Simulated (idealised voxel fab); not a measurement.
Presented below is a process module, voxel gate over fins.
For reference, the cross-section in this document is cut, with width 255 nm and square cells of 5 nm.
In what follows, cross-sections appear as grids of square cells, described through bands that run from the top down, where every band is one or more rows of cells.
Per band: top height and bottom height in nm, followed by the left-to-right materials and their widths in nm; "all across" marks a single material spanning edge to edge, "air" marks empty space.
Heights are measured from 0, the level below which the as-received wafer is all one material; the lowest band has no bottom and continues downward, written as in "z 0 and below".
The expression "30->40" gives the width at the extremes of the band, the first number at its top row of cells and the second at its bottom row, with the width changing by equal amounts from each row to the next in between.
For the purposes of this document, the phrase "remained unchanged" attached to a step denotes that no cell within the cross-section was modified by that step.
Under "Enclosed void catalog" you'll find the enclosed gaps, the ones with no way out to the top, that are 8 cells or bigger; each reads width x height at distance, with distance counted from the left edge, everything in nm.
Formally, on a step line, whatever follows the settings is a remark that the simulator itself makes on the step.
You can add "overlay nm" to a step's line. For a step with a mask, it describes how far the mask lay to the right of its planned position, and a negative number describes a lay to the left.

STEPS IN THE PROCESS PLAN
1,RECEIVE: material Si
2,CONFORMAL_DEP: material SiN, thk nm 5
3,MASKED_ETCH: tone cover, mask id FINS, width nm 15, pitch nm 55, etch materials SiN, depth nm 5, overlay nm 0
4,MASKED_ETCH: tone cover, mask id FINS, width nm 15, pitch nm 55, etch materials Si, depth nm 40, overlay nm 0
5,FILL_DEP: material SiO2, thk nm 5
6,CMP: height nm 5
7,PATTERN: tone open, mask id RAIL, material resist, width nm 15, thk nm 20, overlay nm 0
8,DIRECTIONAL_ETCH: etch materials SiO2, depth nm 40
9,STRIP: etch materials resist
10,CONFORMAL_DEP: material TiN, thk nm 5
11,FILL_DEP: material Ru, thk nm 5
12,CMP: height nm 5
13,SELECTIVE_ETCH: etch materials W Ru TiN, depth nm 25
14,FILL_DEP: material SiO2, thk nm 5
15,CMP: height nm 5
16,SELECTIVE_ETCH: etch materials SiO2, depth nm 15
17,STRIP: etch materials SiN
18,CONFORMAL_DEP: material HfO2, thk nm 5
19,CONFORMAL_DEP: material TiN, thk nm 5
20,CONFORMAL_DEP: material TiAl, thk nm 5
21,CONFORMAL_DEP: material TiN, thk nm 5
22,FILL_DEP: material W, thk nm 15
23,CMP: height nm 30
24,CONFORMAL_DEP: material SiN, thk nm 10

CROSS-SECTIONAL VIEW OF THE WAFER IN ITS AS-RECEIVED CONDITION, CORRESPONDING TO THE STATE AFTER STEP 1
> z 0 and below: Si all across
> Enclosed void catalog: none

FIRST WAFER AT THE END, AS PLANNED
> z 40 to 30: SiN all across
> z 30 to 20: W all across
> z 20 to 15: 15 nm W / 220 nm TiN / 20 nm W
> z 15 to 10: 15 nm W / 5 nm TiN / 45 nm TiAl / 10 nm TiN / 45 nm TiAl / 10 nm TiN / 45 nm TiAl / 10 nm TiN / 45 nm TiAl / 5 nm TiN / 20 nm W
> z 10 to 5: 20 nm TiN / 5 nm TiAl / 35 nm TiN / 5 nm TiAl / 10 nm TiN / 5 nm TiAl / 35 nm TiN / 5 nm TiAl / 10 nm TiN / 5 nm TiAl / 35 nm TiN / 5 nm TiAl / 10 nm TiN / 5 nm TiAl / 35 nm TiN / 5 nm TiAl / 25 nm TiN
> z 5 to 0: 25 nm TiAl / 5 nm TiN / 25 nm HfO2 / 5 nm TiN / 20 nm TiAl / 5 nm TiN / 25 nm HfO2 / 5 nm TiN / 20 nm TiAl / 5 nm TiN / 25 nm HfO2 / 5 nm TiN / 20 nm TiAl / 5 nm TiN / 25 nm HfO2 / 5 nm TiN / 30 nm TiAl
> z 0 to -5: 30 nm TiN / 5 nm HfO2 / 15 nm Si / 5 nm HfO2 / 30 nm TiN / 5 nm HfO2 / 15 nm Si / 5 nm HfO2 / 30 nm TiN / 5 nm HfO2 / 15 nm Si / 5 nm HfO2 / 30 nm TiN / 5 nm HfO2 / 15 nm Si / 5 nm HfO2 / 35 nm TiN
> z -5 to -10: 35 nm HfO2 / 15 nm Si / 40 nm HfO2 / 15 nm Si / 40 nm HfO2 / 15 nm Si / 40 nm HfO2 / 15 nm Si / 40 nm HfO2
> z -10 to -20: 35 nm SiO2 / 15 nm Si / 40 nm SiO2 / 15 nm Si / 40 nm SiO2 / 15 nm Si / 40 nm SiO2 / 15 nm Si / 40 nm SiO2
> z -20 to -30: 35 nm SiO2 / 15 nm Si / 10 nm SiO2 / 5 nm TiN / 5 nm Ru / 5 nm TiN / 15 nm SiO2 / 15 nm Si / 40 nm SiO2 / 15 nm Si / 40 nm SiO2 / 15 nm Si / 40 nm SiO2
> z -30 to -35: 35 nm SiO2 / 15 nm Si / 10 nm SiO2 / 15 nm TiN / 15 nm SiO2 / 15 nm Si / 40 nm SiO2 / 15 nm Si / 40 nm SiO2 / 15 nm Si / 40 nm SiO2
> z -35 to -40: 35 nm SiO2 / 15 nm Si / 40 nm SiO2 / 15 nm Si / 40 nm SiO2 / 15 nm Si / 40 nm SiO2 / 15 nm Si / 40 nm SiO2
> z -40 and below: Si all across
> Enclosed void catalog: none

CROSS-SECTIONAL IMAGE OF THE SECOND WAFER OF THE TWO FOLLOWING COMPLETION OF THE MODULE. STARTING STATE AND PROCESS PLAN WERE THE SAME AS FOR THE FIRST WAFER; ONE EXECUTION ERROR OCCURRED
> z 40 to 30: SiN all across
> z 30 to 20: W all across
> z 20 to 15: 15 nm W / 220 nm TiN / 20 nm W
> z 15 to 10: 15 nm W / 5 nm TiN / 45 nm TiAl / 10 nm TiN / 45 nm TiAl / 10 nm TiN / 45 nm TiAl / 10 nm TiN / 45 nm TiAl / 5 nm TiN / 20 nm W
> z 10 to 5: 20 nm TiN / 5 nm TiAl / 35 nm SiN / 5 nm TiAl / 10 nm TiN / 5 nm TiAl / 35 nm SiN / 5 nm TiAl / 10 nm TiN / 5 nm TiAl / 35 nm SiN / 5 nm TiAl / 10 nm TiN / 5 nm TiAl / 35 nm SiN / 5 nm TiAl / 25 nm TiN
> z 5 to 0: 25 nm TiAl / 5 nm SiN / 25 nm HfO2 / 5 nm SiN / 20 nm TiAl / 5 nm SiN / 25 nm HfO2 / 5 nm SiN / 20 nm TiAl / 5 nm SiN / 25 nm HfO2 / 5 nm SiN / 20 nm TiAl / 5 nm SiN / 25 nm HfO2 / 5 nm SiN / 30 nm TiAl
> z 0 to -5: 30 nm SiN / 5 nm HfO2 / 15 nm Si / 5 nm HfO2 / 30 nm SiN / 5 nm HfO2 / 15 nm Si / 5 nm HfO2 / 30 nm SiN / 5 nm HfO2 / 15 nm Si / 5 nm HfO2 / 30 nm SiN / 5 nm HfO2 / 15 nm Si / 5 nm HfO2 / 35 nm SiN
> z -5 to -10: 35 nm HfO2 / 15 nm Si / 40 nm HfO2 / 15 nm Si / 40 nm HfO2 / 15 nm Si / 40 nm HfO2 / 15 nm Si / 40 nm HfO2
> z -10 to -20: 35 nm SiO2 / 15 nm Si / 40 nm SiO2 / 15 nm Si / 40 nm SiO2 / 15 nm Si / 40 nm SiO2 / 15 nm Si / 40 nm SiO2
> z -20 to -30: 35 nm SiO2 / 15 nm Si / 10 nm SiO2 / 5 nm TiN / 5 nm Ru / 5 nm TiN / 15 nm SiO2 / 15 nm Si / 40 nm SiO2 / 15 nm Si / 40 nm SiO2 / 15 nm Si / 40 nm SiO2
> z -30 to -35: 35 nm SiO2 / 15 nm Si / 10 nm SiO2 / 15 nm TiN / 15 nm SiO2 / 15 nm Si / 40 nm SiO2 / 15 nm Si / 40 nm SiO2 / 15 nm Si / 40 nm SiO2
> z -35 to -40: 35 nm SiO2 / 15 nm Si / 40 nm SiO2 / 15 nm Si / 40 nm SiO2 / 15 nm Si / 40 nm SiO2 / 15 nm Si / 40 nm SiO2
> z -40 and below: Si all across
> Enclosed void catalog: none
It is concluded that the wafer was processed incorrectly with respect to the plan, in that step 19 ran with different settings than intended, the actual operation and settings being CONFORMAL_DEP: material SiN, thk nm 5
Wafer comparison, final, in cells, second relative to first, materials more or fewer: SiN: 67 more, TiN: 67 fewer
